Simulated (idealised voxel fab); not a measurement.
A process module follows: voxel lift off.
Section cut is 220 nm wide and gridded with 5 nm square cells.
If you're reading a cross-section in this doc, picture square cells in a grid; it comes to you as bands, top ones listed first down to the bottom, and a band can be one or more rows of cells. The band entry comprises the height of the band's top followed by the height of its bottom, expressed in nm, and subsequently the band's materials from left to right, each stated together with its width in nm. Where a single material is marked with the word "everywhere", that material fills the band from edge to edge. The word "empty" represents empty space. Heights from 0 (as-received wafer is one material below). Bottom band endless downward, as "z 0 and below". You'd read "30 to 40" like this: the band's top row of cells is as wide as the first number, its bottom row is as wide as the second, and going down, every row changes width by the same amount as the row before did. When a step is marked "no change", none of the cells in the cross-section changed during that step. For the entry "Closed empty spaces", the listed items are empty spaces with no open way to the top whose size is 8 cells or more; each item follows the pattern width x height at distance, where distance is from the left edge and all three are in nm. Whatever follows a step's settings on its line is a remark the simulator itself makes about that step. overlay nm: mask offset rightward from planned place, masked step; negative means leftward offset.
# Process steps (planned)
| 1 | RECEIVE | material Si |
| 2 | CONFORMAL_DEP | material SiN | thk nm 15 |
| 3 | PATTERN | tone open | mask id LINES | material resist | width nm 25 | pitch nm 40 | thk nm 20 | overlay nm 0 |
| 4 | DIRECTIONAL_DEP | material Ru | thk nm 5 |
| 5 | STRIP | etch materials resist |
| 6 | CONFORMAL_DEP | material SiN | thk nm 5 |
# First of two wafers, with the run carried out as planned
# Cross-section, incoming material, after step 1
z 0 and below  Si everywhere
Closed empty spaces: none
# So this is the wafer cross-section right after step 2
z 15 to 0  SiN everywhere
Below 0, the layers are the same as they were.
# So this is the wafer cross-section right after step 3
z 35 to 15  55 nm resist, then 25 nm empty, then 15 nm resist, then 25 nm empty, then 15 nm resist, then 25 nm empty, then 60 nm resist
Below 15, the layers are the same as they were.
# So this is the wafer cross-section right after step 4
z 40 to 35  55 nm Ru, then 25 nm empty, then 15 nm Ru, then 25 nm empty, then 15 nm Ru, then 25 nm empty, then 60 nm Ru
z 35 to 20  55 nm resist, then 25 nm empty, then 15 nm resist, then 25 nm empty, then 15 nm resist, then 25 nm empty, then 60 nm resist
z 20 to 15  55 nm resist, then 25 nm Ru, then 15 nm resist, then 25 nm Ru, then 15 nm resist, then 25 nm Ru, then 60 nm resist
Below 15, the layers are the same as they were.
# So this is the wafer cross-section right after step 5
z 20 to 15  55 nm empty, then 25 nm Ru, then 15 nm empty, then 25 nm Ru, then 15 nm empty, then 25 nm Ru, then 60 nm empty
Below 15, the layers are the same as they were.
# So this is the wafer cross-section right after step 6
z 25 to 20  50 nm empty, then 35 nm SiN, then 5 nm empty, then 35 nm SiN, then 5 nm empty, then 35 nm SiN, then 55 nm empty
z 20 to 15  55 nm SiN, then 25 nm Ru, then 15 nm SiN, then 25 nm Ru, then 15 nm SiN, then 25 nm Ru, then 60 nm SiN
Below 15, the layers are the same as they were.
# Companion wafer, the second of two: same beginning, same intended sequence, one mistake in carrying it out; through step 2 inclusive it tracks the first exactly
# Cross-section of the second wafer at the time step 3 of the plan should have ended
z 35 to 15  65 nm resist, then 25 nm empty, then 15 nm resist, then 25 nm empty, then 15 nm resist, then 25 nm empty, then 50 nm resist
Below 15, the layers are the same as they were.
# Cross-section of the second wafer at the time step 4 of the plan should have ended
z 40 to 35  65 nm Ru, then 25 nm empty, then 15 nm Ru, then 25 nm empty, then 15 nm Ru, then 25 nm empty, then 50 nm Ru
z 35 to 20  65 nm resist, then 25 nm empty, then 15 nm resist, then 25 nm empty, then 15 nm resist, then 25 nm empty, then 50 nm resist
z 20 to 15  65 nm resist, then 25 nm Ru, then 15 nm resist, then 25 nm Ru, then 15 nm resist, then 25 nm Ru, then 50 nm resist
Below 15, the layers are the same as they were.
# Cross-section of the second wafer at the time step 5 of the plan should have ended
z 20 to 15  65 nm empty, then 25 nm Ru, then 15 nm empty, then 25 nm Ru, then 15 nm empty, then 25 nm Ru, then 50 nm empty
Below 15, the layers are the same as they were.
# Cross-section of the second wafer at the time step 6 of the plan should have ended
z 25 to 20  60 nm empty, then 35 nm SiN, then 5 nm empty, then 35 nm SiN, then 5 nm empty, then 35 nm SiN, then 45 nm empty
z 20 to 15  65 nm SiN, then 25 nm Ru, then 15 nm SiN, then 25 nm Ru, then 15 nm SiN, then 25 nm Ru, then 50 nm SiN
Below 15, the layers are the same as they were.
What was the processing mistake? step 3 did not use the planned setting and instead ran as PATTERN | tone open | mask id LINES | material resist | width nm 25 | pitch nm 40 | thk nm 20 | overlay nm 10
at the end the second wafer has, in cells: as many of each material as the first, in other places
